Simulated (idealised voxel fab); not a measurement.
process module | voxel air gaps
cross-section cut | 215 nm wide | cells 5 nm
A cross-section is a grid of square cells, given in bands from the top down. A band is one or more rows of cells.
Each band's line starts with the height of the band's top and of its bottom, in nm. Then come its materials from left to right, each with its width in nm. One material with "throughout" fills the band from edge to edge. "air" is empty space.
Height 0 is the level under which the wafer as received is all one material. The lowest band goes on downwards, as in "0 down".
A width such as "30 to 40" changes by the same amount from each row of cells to the next, from the band's top row to its bottom row.
"no change" after a step means that no cell of the cross-section changed.
closed voids: empty space of 8 cells or more with no open way to the top, each as width x height at its distance from the left edge, in nm
after a step's settings: what the simulator itself notes on the step
overlay nm, on a step with a mask: how far to the right of its planned place the mask lay; to the left if negative
plan
1 op RECEIVE | material Si
2 op CONFORMAL_DEP | material SiO2 | thk nm 10
3 op CONFORMAL_DEP | material SiCN | thk nm 5
4 op DIRECTIONAL_DEP | material lowk | thk nm 35
5 op MASKED_ETCH | tone open | mask id LINES | width nm 20 | pitch nm 50 | etch materials lowk | depth nm 35 | overlay nm 0
6 op CONFORMAL_DEP | material TiN | thk nm 5
7 op FILL_DEP | material Ru | thk nm 10
8 op CMP | height nm 50
9 op EPI | material Ru | thk nm 10
10 op SELECTIVE_ETCH | etch materials lowk | depth nm 45
11 op CONFORMAL_DEP | material SiCN | thk nm 5
as received, after step 1
  0 down: Si throughout
  closed voids: none
first wafer at the end, as planned
  65 to 60: air 5 | SiCN 200 | air 10
  60 to 50: air 5 | SiCN 5 | Ru 40 | SiCN 10 | Ru 40 | SiCN 10 | Ru 40 | SiCN 10 | Ru 40 | SiCN 5 | air 10
  50 to 45: air 5 | SiCN 15 | TiN 5 | Ru 10 | TiN 5 | SiCN 30 | TiN 5 | Ru 10 | TiN 5 | SiCN 30 | TiN 5 | Ru 10 | TiN 5 | SiCN 30 | TiN 5 | Ru 10 | TiN 5 | SiCN 15 | air 10
  45 to 20: air 15 | SiCN 5 | TiN 5 | Ru 10 | TiN 5 | SiCN 5 | air 20 | SiCN 5 | TiN 5 | Ru 10 | TiN 5 | SiCN 5 | air 20 | SiCN 5 | TiN 5 | Ru 10 | TiN 5 | SiCN 5 | air 20 | SiCN 5 | TiN 5 | Ru 10 | TiN 5 | SiCN 5 | air 20
  20 to 15: SiCN 20 | TiN 20 | SiCN 30 | TiN 20 | SiCN 30 | TiN 20 | SiCN 30 | TiN 20 | SiCN 25
  15 to 10: SiCN throughout
  10 to 0: SiO2 throughout
  0 down: Si throughout
  closed voids: 20 x 25 at 45; 20 x 25 at 95; 20 x 25 at 145
second wafer at the end: like start, like plan, one mistake
  60 to 55: air 10 | SiCN 40 | air 10 | SiCN 40 | air 10 | SiCN 40 | air 10 | SiCN 40 | air 15
  55 to 50: air 10 | SiCN 5 | Ru 30 | SiCN 5 | air 10 | SiCN 5 | Ru 30 | SiCN 5 | air 10 | SiCN 5 | Ru 30 | SiCN 5 | air 10 | SiCN 5 | Ru 30 | SiCN 5 | air 15
  50 to 45: air 10 | SiCN 10 | TiN 5 | Ru 10 | TiN 5 | SiCN 10 | air 10 | SiCN 10 | TiN 5 | Ru 10 | TiN 5 | SiCN 10 | air 10 | SiCN 10 | TiN 5 | Ru 10 | TiN 5 | SiCN 10 | air 10 | SiCN 10 | TiN 5 | Ru 10 | TiN 5 | SiCN 10 | air 15
  45 to 20: air 15 | SiCN 5 | TiN 5 | Ru 10 | TiN 5 | SiCN 5 | air 20 | SiCN 5 | TiN 5 | Ru 10 | TiN 5 | SiCN 5 | air 20 | SiCN 5 | TiN 5 | Ru 10 | TiN 5 | SiCN 5 | air 20 | SiCN 5 | TiN 5 | Ru 10 | TiN 5 | SiCN 5 | air 20
  20 to 15: SiCN 20 | TiN 20 | SiCN 30 | TiN 20 | SiCN 30 | TiN 20 | SiCN 30 | TiN 20 | SiCN 25
  15 to 10: SiCN throughout
  10 to 0: SiO2 throughout
  0 down: Si throughout
  closed voids: none
what went wrong: step 9 ran as: op EPI | material Ru | thk nm 5
at the end the second wafer has, in cells: 40 fewer of Ru | 24 fewer of SiCN
closed voids at the end (first wafer, second wafer): 3, 0
